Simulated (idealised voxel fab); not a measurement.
This is a process module. Its name is voxel transistor to metal.
Pictured: cross-section cut, 155 nm wide, on a grid of 5 nm square cells.
Cross-section spec: square-cell grid; bands listed top down; each band is one or more rows.
A band entry consists of two parts. The first gives the height of the band's top and the height of its bottom, in nm. The rest lists the band's materials from left to right, each with its width in nm. A single material labelled with the word "everywhere" fills the band from edge to edge, and the word "air" marks empty space.
The reference from which all heights are counted is 0, the level beneath which the as-received wafer is entirely one material; the lowest band, having no lower bound, proceeds downward and is written after the example "0 -> down".
Width: "30..40" (first number = top row, second number = bottom row, same change from row to row of cells).
It should be understood that the words "nothing got changed", when stated for a given step, signify that the cross-section underwent no change in any of its cells during that step.
Look at "Sealed cavities" for the closed voids: empty spaces with no open path to the top, sized 8 cells or up. Each is width x height at distance, distance from the left edge, all nm.
On each step's line, the part that comes after the settings is the simulator's own comment on the step.
Regarding "overlay nm": on a step with a mask, it is the distance the mask lay to the right of its planned place; a negative value places it to the left.

## So here's the lineup of process steps we planned
1. RECEIVE [material Si]
2. OXIDIZE [depth nm 5]
3. CONFORMAL_DEP [material SiN] [thk nm 15]
4. MASKED_ETCH [tone cover] [mask id ACTIVE] [width nm 95] [etch materials SiN] [depth nm 15] [overlay nm 0]
5. MASKED_ETCH [tone cover] [mask id ACTIVE] [width nm 95] [etch materials SiO2] [depth nm 5] [overlay nm 0]
6. MASKED_ETCH [tone cover] [mask id ACTIVE] [width nm 95] [etch materials Si] [depth nm 25] [overlay nm 0]
7. OXIDIZE [depth nm 5]
8. FILL_DEP [material SiO2] [thk nm 5]
9. CMP [height nm 15]
10. SELECTIVE_ETCH [etch materials SiO2] [depth nm 10]
11. STRIP [etch materials SiN]
12. SELECTIVE_ETCH [etch materials SiO2] [depth nm 5]
13. OXIDIZE [depth nm 5]
14. DIRECTIONAL_DEP [material polySi] [thk nm 20]
15. DIRECTIONAL_DEP [material SiCN] [thk nm 10]
16. MASKED_ETCH [tone cover] [mask id GATE] [width nm 15] [etch materials SiCN] [depth nm 20] [overlay nm 0]
17. MASKED_ETCH [tone cover] [mask id GATE] [width nm 15] [etch materials polySi] [depth nm 30] [overlay nm 0]
18. CONFORMAL_DEP [material SiO2] [thk nm 5]
19. DIRECTIONAL_ETCH [etch materials SiO2] [depth nm 5]
20. CONFORMAL_DEP [material SiN] [thk nm 10]
21. DIRECTIONAL_ETCH [etch materials SiN] [depth nm 10]
22. DIRECTIONAL_ETCH [etch materials SiO2] [depth nm 5]
23. DIRECTIONAL_ETCH [etch materials Si] [depth nm 15]
24. EPI [material pSi] [thk nm 20]
25. FILL_DEP [material SiO2] [thk nm 10]
26. CMP [height nm 25]
27. DIRECTIONAL_DEP [material SiO2] [thk nm 15]
28. PATTERN [tone open] [mask id CONTACT] [material resist] [width nm 20] [pitch nm 65] [thk nm 15] [overlay nm 0]
29. DIRECTIONAL_ETCH [etch materials SiO2] [depth nm 30]
30. STRIP [etch materials resist]
31. CONFORMAL_DEP [material TiN] [thk nm 5]
32. FILL_DEP [material W] [thk nm 5]
33. CMP [height nm 40]
34. DIRECTIONAL_DEP [material TiN] [thk nm 5]
35. DIRECTIONAL_DEP [material Ru] [thk nm 25]
36. PATTERN [tone cover] [mask id METAL_1] [material resist] [width nm 20] [pitch nm 65] [thk nm 15] [overlay nm 0]
37. DIRECTIONAL_ETCH [etch materials Ru] [depth nm 25]
38. DIRECTIONAL_ETCH [etch materials TiN] [depth nm 5]
39. STRIP [etch materials resist]
40. FILL_DEP [material lowk] [thk nm 10]
41. CMP [height nm 70]
42. CONFORMAL_DEP [material SiCN] [thk nm 5]
43. DIRECTIONAL_DEP [material SiO2] [thk nm 35]
44. MASKED_ETCH [tone open] [mask id METAL_2_HOLES] [width nm 15] [pitch nm 65] [etch materials SiO2] [depth nm 35] [overlay nm 0]
45. PATTERN [tone open] [mask id METAL_2] [material resist] [width nm 20] [pitch nm 65] [thk nm 20] [overlay nm 0]
46. DIRECTIONAL_ETCH [etch materials SiO2] [depth nm 20]
47. DIRECTIONAL_ETCH [etch materials SiCN] [depth nm 5]
48. STRIP [etch materials resist]
49. CONFORMAL_DEP [material TiN] [thk nm 5]
50. FILL_DEP [material Ru] [thk nm 5]
51. CMP [height nm 110]
52. CONFORMAL_DEP [material SiCN] [thk nm 5]

## Cross-section of the wafer at receipt, which is the condition after step 1
* 0 -> down | Si everywhere
* Sealed cavities: none

## Here's the cross-section of the first of our two wafers at the end of the module - it ran as planned
* 115 -> 110 | SiCN everywhere
* 110 -> 95 | SiO2 (35)  TiN (5)  Ru (10)  TiN (5)  SiO2 (45)  TiN (5)  Ru (10)  TiN (5)  SiO2 (35)
* 95 -> 90 | SiO2 (35)  TiN (5)  Ru (5)  TiN (10)  SiO2 (45)  TiN (5)  Ru (5)  TiN (10)  SiO2 (35)
* 90 -> 75 | SiO2 (35)  TiN (5)  Ru (5)  TiN (5)  SiO2 (50)  TiN (5)  Ru (5)  TiN (5)  SiO2 (40)
* 75 -> 70 | SiCN (35)  TiN (15)  SiCN (50)  TiN (15)  SiCN (40)
* 70 -> 45 | lowk (35)  Ru (20)  lowk (45)  Ru (20)  lowk (35)
* 45 -> 40 | lowk (35)  TiN (20)  lowk (45)  TiN (20)  lowk (35)
* 40 -> 25 | SiO2 (35)  TiN (5)  W (10)  TiN (5)  SiO2 (45)  TiN (5)  W (10)  TiN (5)  SiO2 (35)
* 25 -> 15 | SiO2 (35)  TiN (5)  W (10)  TiN (5)  SiN (10)  SiO2 (5)  SiCN (15)  SiO2 (5)  SiN (10)  TiN (5)  W (10)  TiN (5)  SiO2 (35)
* 15 -> 10 | SiO2 (35)  TiN (20)  SiN (10)  SiO2 (5)  polySi (15)  SiO2 (5)  SiN (10)  TiN (20)  SiO2 (35)
* 10 -> 0 | SiO2 (30)  pSi (25)  SiN (10)  SiO2 (5)  polySi (15)  SiO2 (5)  SiN (10)  pSi (25)  SiO2 (30)
* 0 -> -5 | SiO2 (30)  SiN (10)  pSi (15)  SiN (10)  SiO2 (5)  polySi (15)  SiO2 (5)  SiN (10)  pSi (15)  SiN (10)  SiO2 (30)
* -5 -> -10 | SiO2 (40)  pSi (15)  SiO2 (45)  pSi (15)  SiO2 (40)
* -10 -> -25 | SiO2 (35)  Si (5)  pSi (15)  Si (45)  pSi (15)  Si (5)  SiO2 (35)
* -25 -> -35 | SiO2 (35)  Si (85)  SiO2 (35)
* -35 -> down | Si everywhere
* Sealed cavities: none

## Wafer two, end of module, cross-section. Same start, same plan as wafer one. One mistake in the run
* 115 -> 110 | SiCN everywhere
* 110 -> 95 | SiO2 (35)  TiN (5)  Ru (10)  TiN (5)  SiO2 (45)  TiN (5)  Ru (10)  TiN (5)  SiO2 (35)
* 95 -> 90 | SiO2 (35)  TiN (5)  Ru (5)  TiN (10)  SiO2 (45)  TiN (5)  Ru (5)  TiN (10)  SiO2 (35)
* 90 -> 75 | SiO2 (35)  TiN (5)  Ru (5)  TiN (5)  SiO2 (50)  TiN (5)  Ru (5)  TiN (5)  SiO2 (40)
* 75 -> 70 | SiCN (35)  TiN (15)  SiCN (50)  TiN (15)  SiCN (40)
* 70 -> 45 | lowk (35)  Ru (20)  lowk (45)  Ru (20)  lowk (35)
* 45 -> 40 | lowk (35)  TiN (20)  lowk (45)  TiN (20)  lowk (35)
* 40 -> 20 | SiO2 (35)  TiN (5)  W (10)  TiN (5)  SiO2 (45)  TiN (5)  W (10)  TiN (5)  SiO2 (35)
* 20 -> 15 | SiO2 (35)  TiN (5)  W (10)  TiN (5)  SiN (10)  SiO2 (5)  SiCN (15)  SiO2 (5)  SiN (10)  TiN (5)  W (10)  TiN (5)  SiO2 (35)
* 15 -> 10 | SiO2 (35)  TiN (20)  SiN (10)  SiO2 (5)  polySi (15)  SiO2 (5)  SiN (10)  TiN (20)  SiO2 (35)
* 10 -> 0 | SiO2 (30)  pSi (25)  SiN (10)  SiO2 (5)  polySi (15)  SiO2 (5)  SiN (10)  pSi (25)  SiO2 (30)
* 0 -> -5 | SiO2 (30)  SiN (10)  pSi (15)  SiN (10)  SiO2 (5)  polySi (15)  SiO2 (5)  SiN (10)  pSi (15)  SiN (10)  SiO2 (30)
* -5 -> -10 | SiO2 (40)  pSi (15)  SiO2 (45)  pSi (15)  SiO2 (40)
* -10 -> -25 | SiO2 (35)  Si (5)  pSi (15)  Si (45)  pSi (15)  Si (5)  SiO2 (35)
* -25 -> -35 | SiO2 (35)  Si (85)  SiO2 (35)
* -35 -> down | Si everywhere
* Sealed cavities: none
Processing error: step 15 was not run as planned; what actually ran was DIRECTIONAL_DEP [material SiCN] [thk nm 5]
Final difference in cells, second wafer against first, listed per material as more or fewer: SiCN: 3 fewer, SiN: 4 fewer, SiO2: 7 more
